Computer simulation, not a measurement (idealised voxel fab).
You're looking at the process module voxel released beams.
145 nm wide, 5 nm square cells: that's cross-section cut.
Format of a cross-section: grid, square cells. Given as bands. Order: top down. Band: one or more rows of cells.
A band entry consists of two parts. The first gives the height of the band's top and the height of its bottom, in nm. The rest lists the band's materials from left to right, each with its width in nm. A single material labelled with the word "edge to edge" fills the band from edge to edge, and the word "air" marks empty space.
For the purposes of this specification, 0 denotes the height below which the wafer in its as-received condition is composed wholly of one material, and the lowermost band, lacking a lower limit, extends downward without end, as expressed in "from 0 down".
Quick explanation for "30 to 40": the width changes in equal steps down the rows of cells, from the first number in the band's top row to the second number in its bottom row.
Step marked "stayed the same"? Then no cell in the cross-section changed in it.
What "Completely enclosed voids" gives you is every empty space of 8 cells or more that is cut off from the top. Each appears as width x height at distance, with the distance taken from the left edge and width, height and distance all in nm.
Whatever follows a step's settings on its line is a remark the simulator itself makes about that step.
"overlay nm", when on a step's line for a step with a mask, measures how far to the right of its planned place the mask lay; a negative measure means to the left.

### plan
1. RECEIVE with material Si
2. CONFORMAL_DEP with material Al2O3, thk nm 10
3. DIRECTIONAL_DEP with material SiO2, thk nm 15
4. DIRECTIONAL_DEP with material aC, thk nm 10
5. PATTERN with tone open, mask id ANCHOR, material resist, width nm 45, thk nm 25, overlay nm -5
6. DIRECTIONAL_ETCH with etch materials aC, depth nm 10
7. STRIP with etch materials resist
8. DIRECTIONAL_ETCH with etch materials SiO2, depth nm 15
9. STRIP with etch materials aC
10. CONFORMAL_DEP with material polySi, thk nm 15
11. PATTERN with tone cover, mask id BEAM, material resist, width nm 110, thk nm 20, overlay nm 0
12. DIRECTIONAL_ETCH with etch materials polySi, depth nm 15
13. STRIP with etch materials resist
14. STRIP with etch materials SiO2
Among the wafers covered here, the point of difference is the overlay nm at step 5; their starting state is shared, and the plan presents the value of the first wafer.

### As-received state after step 1, first of several wafers, cross-section
from 0 down  Si edge to edge
Completely enclosed voids: none

### The figure below presents a cross-section of the first of several wafers at the conclusion of the module, following its last step, step 14
from 40 to 25  air=15; polySi=15; air=15; polySi=80; air=20
from 25 to 10  air=15; polySi=45; air=85
from 10 to 0  Al2O3 edge to edge
from 0 down  Si edge to edge
Completely enclosed voids: none

### Last wafer of the set, cross-sectioned at end of module
from 40 to 25  air=15; polySi=35; air=15; polySi=60; air=20
from 25 to 10  air=35; polySi=45; air=65
from 10 to 0  Al2O3 edge to edge
from 0 down  Si edge to edge
Completely enclosed voids: none

### End of module, by wafer: material-by-material cell gain (+) or loss (-) since receipt, then closed voids
overlay nm -5 | +58 Al2O3 | +84 polySi | Completely enclosed voids: none
overlay nm 0 | +58 Al2O3 | +84 polySi | Completely enclosed voids: none
overlay nm 5 | +58 Al2O3 | +84 polySi | Completely enclosed voids: none
overlay nm 10 | +58 Al2O3 | +84 polySi | Completely enclosed voids: none
overlay nm 15 | +58 Al2O3 | +84 polySi | Completely enclosed voids: none
